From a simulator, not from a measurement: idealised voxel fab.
process module | voxel lift off
cross-section cut | 220 nm wide | cells 5 nm
A cross-section is a grid of square cells, given in bands from the top down. A band is one or more rows of cells.
Each band's line starts with the height of the band's top and of its bottom, in nm. Then come its materials from left to right, each with its width in nm. One material with "throughout" fills the band from edge to edge. "air" is empty space.
Height 0 is the level under which the wafer as received is all one material. The lowest band goes on downwards, as in "0 down".
A width such as "30 to 40" changes by the same amount from each row of cells to the next, from the band's top row to its bottom row.
"no change" after a step means that no cell of the cross-section changed.
closed voids: empty space of 8 cells or more with no open way to the top, each as width x height at its distance from the left edge, in nm
after a step's settings: what the simulator itself notes on the step
overlay nm, on a step with a mask: how far to the right of its planned place the mask lay; to the left if negative
plan
1 op RECEIVE | material Si
2 op CONFORMAL_DEP | material SiN | thk nm 15
3 op PATTERN | tone open | mask id LINES | material resist | width nm 25 | pitch nm 40 | thk nm 20 | overlay nm 0
4 op DIRECTIONAL_DEP | material Ru | thk nm 5
5 op STRIP | etch materials resist
6 op CONFORMAL_DEP | material SiN | thk nm 5
as received, after step 1
  0 down: Si throughout
  closed voids: none
first wafer at the end, as planned
  25 to 20: air 50 | SiN 35 | air 5 | SiN 35 | air 5 | SiN 35 | air 55
  20 to 15: SiN 55 | Ru 25 | SiN 15 | Ru 25 | SiN 15 | Ru 25 | SiN 60
  15 to 0: SiN throughout
  0 down: Si throughout
  closed voids: none
second wafer at the end: like start, like plan, one mistake
  40 to 35: air 50 | SiN 35 | air 5 | SiN 35 | air 5 | SiN 35 | air 55
  35 to 30: SiN 55 | Ru 25 | SiN 15 | Ru 25 | SiN 15 | Ru 25 | SiN 60
  30 to 0: SiN throughout
  0 down: Si throughout
  closed voids: none
what went wrong: step 2 was run twice
at the end the second wafer has, in cells: 132 more of SiN
